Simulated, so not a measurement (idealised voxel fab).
process module | voxel fin reveal
cross-section cut | 250 nm wide | cells 5 nm
A cross-section is a grid of square cells, given in bands from the top down. A band is one or more rows of cells.
Each band's line starts with the height of the band's top and of its bottom, in nm. Then come its materials from left to right, each with its width in nm. One material with "throughout" fills the band from edge to edge. "air" is empty space.
Height 0 is the level under which the wafer as received is all one material. The lowest band goes on downwards, as in "0 down".
A width such as "30 to 40" changes by the same amount from each row of cells to the next, from the band's top row to its bottom row.
"no change" after a step means that no cell of the cross-section changed.
closed voids: empty space of 8 cells or more with no open way to the top, each as width x height at its distance from the left edge, in nm
after a step's settings: what the simulator itself notes on the step
overlay nm, on a step with a mask: how far to the right of its planned place the mask lay; to the left if negative
plan
1 op RECEIVE | material Si
2 op CONFORMAL_DEP | material SiN | thk nm 5
3 op DIRECTIONAL_DEP | material aC | thk nm 15
4 op PATTERN | tone cover | mask id FINS | material resist | width nm 15 | pitch nm 35 | thk nm 35 | overlay nm 0
5 op DIRECTIONAL_ETCH | etch materials aC | depth nm 15
6 op STRIP | etch materials resist
7 op DIRECTIONAL_ETCH | etch materials SiN | depth nm 5
8 op DIRECTIONAL_ETCH | etch materials Si | depth nm 35
9 op STRIP | etch materials aC
10 op OXIDIZE | depth nm 5
11 op FILL_DEP | material SiO2 | thk nm 15
12 op CMP | height nm 5
13 op SELECTIVE_ETCH | etch materials SiO2 | depth nm 25
14 op STRIP | etch materials SiN
as received, after step 1
  0 down: Si throughout
  closed voids: none
a wafer at the end: this start, this plan, one mistake
  5 to 0: air 80 | SiN 15 | air 20 | SiN 15 | air 20 | SiN 15 | air 85
  0 to -40: air 85 | Si 5 | air 30 | Si 5 | air 30 | Si 5 | air 90
  -40 down: Si throughout
  closed voids: none
what went wrong: step 14 ran as: op STRIP | etch materials SiO2
